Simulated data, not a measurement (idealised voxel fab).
Name of the process module below: voxel transistor to metal
The cross-section on display is named cut; it measures 145 nm wide, and its cells are 5 nm squares.
The cross-sections in this document take the form of a grid made of square cells. They are written out as bands, in order from top to bottom. Each band consists of one or more rows of cells. Within each band entry, the heights of the top and of the bottom of the band appear first, in that order and in nm; the materials of the band then follow from left to right, each with its corresponding width in nm. The designation "everywhere" on a single material indicates that it fills the band from edge to edge; the designation "empty" indicates empty space. We count height from 0. Below that, the starting wafer is all one material. The lowest band never ends at the bottom but goes on down; see "from 0 down" for how that is written. With a width like "30 to 40", each row of cells in the band differs from the next by the same amount, the top row carrying the first number and the bottom row the second. Given "everything unchanged" for a step, no cell of the cross-section differs between before and after that step. In "Sealed void list" the enclosed voids are listed, meaning empty spaces of 8 cells or larger without any opening to the top. The form is width x height at distance, distance from the left edge, units nm. Step line, after settings: the simulator's comment on this step. On any step carrying a mask, the "overlay nm" setting, if present on the step's line, tells how far right of its planned place the mask lay; negative values point to the left.
Planned step list for the process:
| 1 | op RECEIVE | material Si |
| 2 | op CONFORMAL_DEP | material SiO2 | thk nm 5 |
| 3 | op CONFORMAL_DEP | material SiN | thk nm 15 |
| 4 | op DIRECTIONAL_DEP | material aC | thk nm 10 |
| 5 | op PATTERN | tone cover | mask id ACTIVE | material resist | width nm 100 | thk nm 25 | overlay nm 0 |
| 6 | op DIRECTIONAL_ETCH | etch materials aC | depth nm 10 |
| 7 | op STRIP | etch materials resist |
| 8 | op DIRECTIONAL_ETCH | etch materials SiN | depth nm 15 |
| 9 | op DIRECTIONAL_ETCH | etch materials SiO2 | depth nm 5 |
| 10 | op DIRECTIONAL_ETCH | etch materials Si | depth nm 20 |
| 11 | op STRIP | etch materials aC |
| 12 | op FILL_DEP | material SiO2 | thk nm 15 |
| 13 | op CMP | height nm 20 |
| 14 | op SELECTIVE_ETCH | etch materials SiO2 | depth nm 15 |
| 15 | op STRIP | etch materials SiN |
| 16 | op SELECTIVE_ETCH | etch materials SiO2 | depth nm 5 |
| 17 | op OXIDIZE | depth nm 5 |
| 18 | op DIRECTIONAL_DEP | material polySi | thk nm 25 |
| 19 | op DIRECTIONAL_DEP | material SiCN | thk nm 10 |
| 20 | op MASKED_ETCH | tone cover | mask id GATE | width nm 20 | etch materials SiCN | depth nm 20 | overlay nm 0 |
| 21 | op MASKED_ETCH | tone cover | mask id GATE | width nm 20 | etch materials polySi | depth nm 35 | overlay nm 0 |
| 22 | op CONFORMAL_DEP | material SiO2 | thk nm 5 |
| 23 | op DIRECTIONAL_ETCH | etch materials SiO2 | depth nm 5 |
| 24 | op CONFORMAL_DEP | material SiN | thk nm 10 |
| 25 | op DIRECTIONAL_ETCH | etch materials SiN | depth nm 10 |
| 26 | op DIRECTIONAL_ETCH | etch materials SiO2 | depth nm 5 |
| 27 | op DIRECTIONAL_ETCH | etch materials Si | depth nm 5 |
| 28 | op EPI | material pSi | thk nm 10 |
| 29 | op FILL_DEP | material SiO2 | thk nm 10 |
| 30 | op CMP | height nm 35 |
| 31 | op DIRECTIONAL_DEP | material SiO2 | thk nm 15 |
| 32 | op MASKED_ETCH | tone open | mask id CONTACT | width nm 20 | pitch nm 70 | etch materials SiO2 | depth nm 50 | overlay nm 0 |
| 33 | op CONFORMAL_DEP | material TiN | thk nm 5 |
| 34 | op FILL_DEP | material W | thk nm 10 |
| 35 | op CMP | height nm 50 |
| 36 | op CONFORMAL_DEP | material SiN | thk nm 5 |
| 37 | op DIRECTIONAL_DEP | material lowk | thk nm 15 |
| 38 | op MASKED_ETCH | tone open | mask id METAL_1 | width nm 20 | pitch nm 70 | etch materials lowk | depth nm 15 | overlay nm 0 |
| 39 | op MASKED_ETCH | tone open | mask id METAL_1 | width nm 20 | pitch nm 70 | etch materials SiN | depth nm 5 | overlay nm 0 |
| 40 | op CONFORMAL_DEP | material TiN | thk nm 5 |
| 41 | op FILL_DEP | material Cu | thk nm 10 |
| 42 | op CMP | height nm 70 |
| 43 | op CONFORMAL_DEP | material SiCN | thk nm 5 |
| 44 | op DIRECTIONAL_DEP | material lowk | thk nm 30 |
| 45 | op DIRECTIONAL_DEP | material aC | thk nm 10 |
| 46 | op PATTERN | tone open | mask id METAL_2 | material resist | width nm 20 | pitch nm 70 | thk nm 30 | overlay nm 0 |
| 47 | op DIRECTIONAL_ETCH | etch materials aC | depth nm 10 |
| 48 | op STRIP | etch materials resist |
| 49 | op DIRECTIONAL_ETCH | etch materials lowk | depth nm 15 |
| 50 | op STRIP | etch materials aC |
| 51 | op DIRECTIONAL_DEP | material aC | thk nm 10 |
| 52 | op PATTERN | tone open | mask id METAL_2_HOLES | material resist | width nm 15 | pitch nm 70 | thk nm 30 | overlay nm 0 |
| 53 | op DIRECTIONAL_ETCH | etch materials aC | depth nm 10 |
| 54 | op STRIP | etch materials resist |
| 55 | op DIRECTIONAL_ETCH | etch materials lowk | depth nm 15 |
| 56 | op DIRECTIONAL_ETCH | etch materials SiCN | depth nm 5 |
| 57 | op STRIP | etch materials aC |
| 58 | op CONFORMAL_DEP | material TiN | thk nm 5 |
| 59 | op FILL_DEP | material Ru | thk nm 10 |
| 60 | op CMP | height nm 105 |
| 61 | op CONFORMAL_DEP | material SiCN | thk nm 5 |
This is the cross-section of the wafer as we received it, i.e. after step 1:
> from 0 down  Si everywhere
> Sealed void list: none
Wafer at module end, in section. Began as above, planned as above, run with one mistake:
> from 110 to 105  SiCN everywhere
> from 105 to 95  25 nm lowk, 5 nm TiN, 10 nm Ru, 5 nm TiN, 50 nm lowk, 5 nm TiN, 10 nm Ru, 5 nm TiN, 30 nm lowk
> from 95 to 90  25 nm lowk, 5 nm TiN, 5 nm Ru, 10 nm TiN, 50 nm lowk, 5 nm TiN, 5 nm Ru, 10 nm TiN, 30 nm lowk
> from 90 to 75  25 nm lowk, 5 nm TiN, 5 nm Ru, 5 nm TiN, 55 nm lowk, 5 nm TiN, 5 nm Ru, 5 nm TiN, 35 nm lowk
> from 75 to 70  25 nm SiCN, 15 nm TiN, 55 nm SiCN, 15 nm TiN, 35 nm SiCN
> from 70 to 55  25 nm lowk, 5 nm TiN, 10 nm Cu, 5 nm TiN, 50 nm lowk, 5 nm TiN, 10 nm Cu, 5 nm TiN, 30 nm lowk
> from 55 to 50  25 nm SiN, 20 nm TiN, 50 nm SiN, 20 nm TiN, 30 nm SiN
> from 50 to 35  25 nm SiO2, 5 nm TiN, 10 nm W, 5 nm TiN, 50 nm SiO2, 5 nm TiN, 10 nm W, 5 nm TiN, 30 nm SiO2
> from 35 to 25  25 nm SiO2, 5 nm TiN, 10 nm W, 5 nm TiN, 10 nm SiN, 5 nm SiO2, 20 nm SiCN, 5 nm SiO2, 10 nm SiN, 5 nm TiN, 10 nm W, 5 nm TiN, 30 nm SiO2
> from 25 to 5  25 nm SiO2, 5 nm TiN, 10 nm W, 5 nm TiN, 10 nm SiN, 5 nm SiO2, 20 nm polySi, 5 nm SiO2, 10 nm SiN, 5 nm TiN, 10 nm W, 5 nm TiN, 30 nm SiO2
> from 5 to 0  25 nm SiO2, 20 nm TiN, 10 nm SiN, 5 nm SiO2, 20 nm polySi, 5 nm SiO2, 10 nm SiN, 20 nm TiN, 30 nm SiO2
> from 0 to -5  10 nm SiO2, 35 nm pSi, 50 nm SiO2, 35 nm pSi, 15 nm SiO2
> from -5 to -20  20 nm SiO2, 100 nm Si, 25 nm SiO2
> from -20 down  Si everywhere
> Sealed void list: none
So what did we get wrong on this run? swap of plan steps 27 and 28 during execution
